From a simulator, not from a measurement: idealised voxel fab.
process module | voxel trench capacitor
cross-section cut | 270 nm wide | cells 5 nm
A cross-section is a grid of square cells, given in bands from the top down. A band is one or more rows of cells.
Each band's line starts with the height of the band's top and of its bottom, in nm. Then come its materials from left to right, each with its width in nm. One material with "throughout" fills the band from edge to edge. "air" is empty space.
Height 0 is the level under which the wafer as received is all one material. The lowest band goes on downwards, as in "0 down".
A width such as "30 to 40" changes by the same amount from each row of cells to the next, from the band's top row to its bottom row.
"no change" after a step means that no cell of the cross-section changed.
closed voids: empty space of 8 cells or more with no open way to the top, each as width x height at its distance from the left edge, in nm
after a step's settings: what the simulator itself notes on the step
overlay nm, on a step with a mask: how far to the right of its planned place the mask lay; to the left if negative
plan
1 op RECEIVE | material Si
2 op CONFORMAL_DEP | material SiN | thk nm 5
3 op DIRECTIONAL_DEP | material aC | thk nm 15
4 op PATTERN | tone open | mask id TRENCH | material resist | width nm 15 | pitch nm 30 | thk nm 35 | overlay nm 0
5 op DIRECTIONAL_ETCH | etch materials aC | depth nm 15
6 op STRIP | etch materials resist
7 op DIRECTIONAL_ETCH | etch materials SiN | depth nm 5
8 op DIRECTIONAL_ETCH | etch materials Si | depth nm 35
9 op STRIP | etch materials aC
10 op CONFORMAL_DEP | material SiO2 | thk nm 5
11 op FILL_DEP | material polySi | thk nm 10
12 op CMP | height nm 5
first wafer, as planned
as received, after step 1
  0 down: Si throughout
  closed voids: none
after step 2
  5 to 0: SiN throughout
  below 0: unchanged
after step 3
  20 to 5: aC throughout
  below 5: unchanged
after step 4
  55 to 20: resist 95 | air 15 | resist 15 | air 15 | resist 15 | air 15 | resist 100
  below 20: unchanged
after step 5
  40 to 20: resist 95 | air 15 | resist 15 | air 15 | resist 15 | air 15 | resist 100
  20 to 5: aC 95 | air 15 | aC 15 | air 15 | aC 15 | air 15 | aC 100
  below 5: unchanged
after step 6
  20 to 5: aC 95 | air 15 | aC 15 | air 15 | aC 15 | air 15 | aC 100
  below 5: unchanged
after step 7
  20 to 5: aC 95 | air 15 | aC 15 | air 15 | aC 15 | air 15 | aC 100
  5 to 0: SiN 95 | air 15 | SiN 15 | air 15 | SiN 15 | air 15 | SiN 100
  below 0: unchanged
after step 8
  20 to 5: aC 95 | air 15 | aC 15 | air 15 | aC 15 | air 15 | aC 100
  5 to 0: SiN 95 | air 15 | SiN 15 | air 15 | SiN 15 | air 15 | SiN 100
  0 to -35: Si 95 | air 15 | Si 15 | air 15 | Si 15 | air 15 | Si 100
  below -35: unchanged
after step 9
  5 to 0: SiN 95 | air 15 | SiN 15 | air 15 | SiN 15 | air 15 | SiN 100
  below 0: unchanged
after step 10
  10 to 5: SiO2 100 | air 5 | SiO2 25 | air 5 | SiO2 25 | air 5 | SiO2 105
  5 to 0: SiN 95 | SiO2 5 | air 5 | SiO2 5 | SiN 15 | SiO2 5 | air 5 | SiO2 5 | SiN 15 | SiO2 5 | air 5 | SiO2 5 | SiN 100
  0 to -30: Si 95 | SiO2 5 | air 5 | SiO2 5 | Si 15 | SiO2 5 | air 5 | SiO2 5 | Si 15 | SiO2 5 | air 5 | SiO2 5 | Si 100
  -30 to -35: Si 95 | SiO2 15 | Si 15 | SiO2 15 | Si 15 | SiO2 15 | Si 100
  below -35: unchanged
after step 11
  20 to 10: polySi throughout
  10 to 5: SiO2 100 | polySi 5 | SiO2 25 | polySi 5 | SiO2 25 | polySi 5 | SiO2 105
  5 to 0: SiN 95 | SiO2 5 | polySi 5 | SiO2 5 | SiN 15 | SiO2 5 | polySi 5 | SiO2 5 | SiN 15 | SiO2 5 | polySi 5 | SiO2 5 | SiN 100
  0 to -30: Si 95 | SiO2 5 | polySi 5 | SiO2 5 | Si 15 | SiO2 5 | polySi 5 | SiO2 5 | Si 15 | SiO2 5 | polySi 5 | SiO2 5 | Si 100
  below -30: unchanged
after step 12
  5 to 0: SiN 95 | SiO2 5 | polySi 5 | SiO2 5 | SiN 15 | SiO2 5 | polySi 5 | SiO2 5 | SiN 15 | SiO2 5 | polySi 5 | SiO2 5 | SiN 100
  below 0: unchanged
second wafer: like start, like plan, one mistake. Through step 11 it matches the first wafer
when step 12 should have ended: no change
what went wrong: step 12 was left out
at the end the second wafer has, in cells: 51 more of SiO2 | 111 more of polySi
